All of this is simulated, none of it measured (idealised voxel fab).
Process module, titled voxel ribs on slabs
This is section cut - it's 195 nm across, gridded in 5 nm square cells.
Cross-section format: a grid of square cells, given as bands from top to bottom; each band is one or more rows of cells. Each band's line starts with the height of the band's top and of its bottom, in nm. Then come its materials from left to right, each with its width in nm. One material with "throughout" fills the band from edge to edge. "empty" is empty space. Height 0 is the level under which the wafer as received is all one material. The lowest band goes on downwards, as in "0 -> down". It should be noted that a width expressed as "30->40" varies in equal increments from row to row of cells within the band, taking the value of the first number at the top row and that of the second number at the bottom row. No cell of the cross-section changed in a step that is given as "left unchanged". For the entry "Closed void listing", the listed items are empty spaces with no open way to the top whose size is 8 cells or more; each item follows the pattern width x height at distance, where distance is from the left edge and all three are in nm. Past the settings on a step's line: simulator remark, on that step. The "overlay nm" setting may appear on a step's line; for a step that uses a mask, it gives how far to the right of its planned position the mask lay, and a negative value indicates the left.

Below is the list of planned process steps
1,RECEIVE [material Si]
2,DIRECTIONAL_DEP [material SiO2] [thk nm 20]
3,DIRECTIONAL_DEP [material SiN] [thk nm 20]
4,PATTERN [tone cover] [mask id RIB] [material resist] [width nm 30] [thk nm 20] [overlay nm 0]
5,DIRECTIONAL_ETCH [etch materials SiN] [depth nm 10]
6,STRIP [etch materials resist]
7,PATTERN [tone cover] [mask id SLAB] [material resist] [width nm 60] [thk nm 15] [overlay nm 0]
8,DIRECTIONAL_ETCH [etch materials SiN] [depth nm 10]
9,STRIP [etch materials resist]
10,FILL_DEP [material SiO2] [thk nm 25]
11,CMP [height nm 55]
12,DIRECTIONAL_DEP [material W] [thk nm 5]
13,PATTERN [tone cover] [mask id HEATER] [material resist] [width nm 40] [thk nm 20] [overlay nm 0]
14,DIRECTIONAL_ETCH [etch materials W] [depth nm 5]
15,STRIP [etch materials resist]
16,CONFORMAL_DEP [material SiN] [thk nm 5]

Received-state cross-section, reflecting completion of step 1
  0 -> down  Si throughout
  Closed void listing: none

The following cross-section depicts the wafer upon conclusion of the module. Processing commenced from the starting condition illustrated above and adhered to the plan illustrated above, save for one mistake in execution
  65 -> 60  empty: 70 / SiN: 50 / empty: 75
  60 -> 55  SiN: 75 / W: 40 / SiN: 80
  55 -> 40  SiO2 throughout
  40 -> 30  SiO2: 80 / SiN: 30 / SiO2: 85
  30 -> 20  SiO2: 75 / SiN: 60 / SiO2: 60
  20 -> 0  SiO2 throughout
  0 -> down  Si throughout
  Closed void listing: none
Run error: rather than as planned, step 7 actually ran as PATTERN [tone cover] [mask id SLAB] [material resist] [width nm 60] [thk nm 15] [overlay nm 10]
